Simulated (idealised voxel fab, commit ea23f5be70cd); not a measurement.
The following process module bears the name voxel ribs on slabs.
Displayed cross-section: cut, width of 270 nm, square cells sized 5 nm.
Bands, listed from the top down, are how a cross-section gets written in this document; the cross-section itself is a grid of square cells, and a band is one or more rows of them. For a band, the entry starts with two heights in nm, that of the top and then that of the bottom, and carries on with the band's materials in order from left to right, each alongside its width in nm; the word "edge to edge" beside a single material means it fills the band edge to edge, and "empty" means empty space. Heights are measured from 0, the level below which the as-received wafer is all one material; the lowest band has no bottom and continues downward, written as in "0..down". Graded width ("30..40"): value in top row of band = first number; value in bottom row = second number; row-to-row change constant. Step marked "no modifications"? Then no cell in the cross-section changed in it. "Closed-off voids" - sealed voids, min. 8 cells, no opening to top; format: width x height at distance (distance from left edge; nm throughout). Past the settings on a step's line: simulator remark, on that step. overlay nm: step with mask; distance mask lay right of planned place; negative value = left of planned place.
-- Process steps (planned)
1. RECEIVE, material Si
2. DIRECTIONAL_DEP, material SiO2, thk nm 30
3. DIRECTIONAL_DEP, material SiN, thk nm 20
4. PATTERN, tone cover, mask id RIB, material resist, width nm 25, thk nm 20, overlay nm 0
5. DIRECTIONAL_ETCH, etch materials SiN, depth nm 15
6. STRIP, etch materials resist
7. PATTERN, tone cover, mask id SLAB, material resist, width nm 55, thk nm 20, overlay nm 0
8. DIRECTIONAL_ETCH, etch materials SiN, depth nm 5
9. STRIP, etch materials resist
10. FILL_DEP, material SiO2, thk nm 15
11. CMP, height nm 60
12. DIRECTIONAL_DEP, material W, thk nm 10
13. MASKED_ETCH, tone cover, mask id HEATER, width nm 35, etch materials W, depth nm 10, overlay nm 0
14. CONFORMAL_DEP, material SiN, thk nm 5
-- This is the cross-section of the wafer as we received it, i.e. after step 1
- 0..down = Si edge to edge
- Closed-off voids: none
-- Look at the cross-section after the module: the wafer started out the way shown above and the plan was the one shown above, yet one mistake was made along the way
- 75..70 = 110 nm empty; 45 nm SiN; 115 nm empty
- 70..65 = 110 nm empty; 5 nm SiN; 35 nm W; 5 nm SiN; 115 nm empty
- 65..60 = 115 nm SiN; 35 nm W; 120 nm SiN
- 60..50 = SiO2 edge to edge
- 50..35 = 120 nm SiO2; 25 nm SiN; 125 nm SiO2
- 35..30 = 105 nm SiO2; 55 nm SiN; 110 nm SiO2
- 30..0 = W edge to edge
- 0..down = Si edge to edge
- Closed-off voids: none
Here's what went sideways: rather than as planned, step 2 actually ran as DIRECTIONAL_DEP, material W, thk nm 30
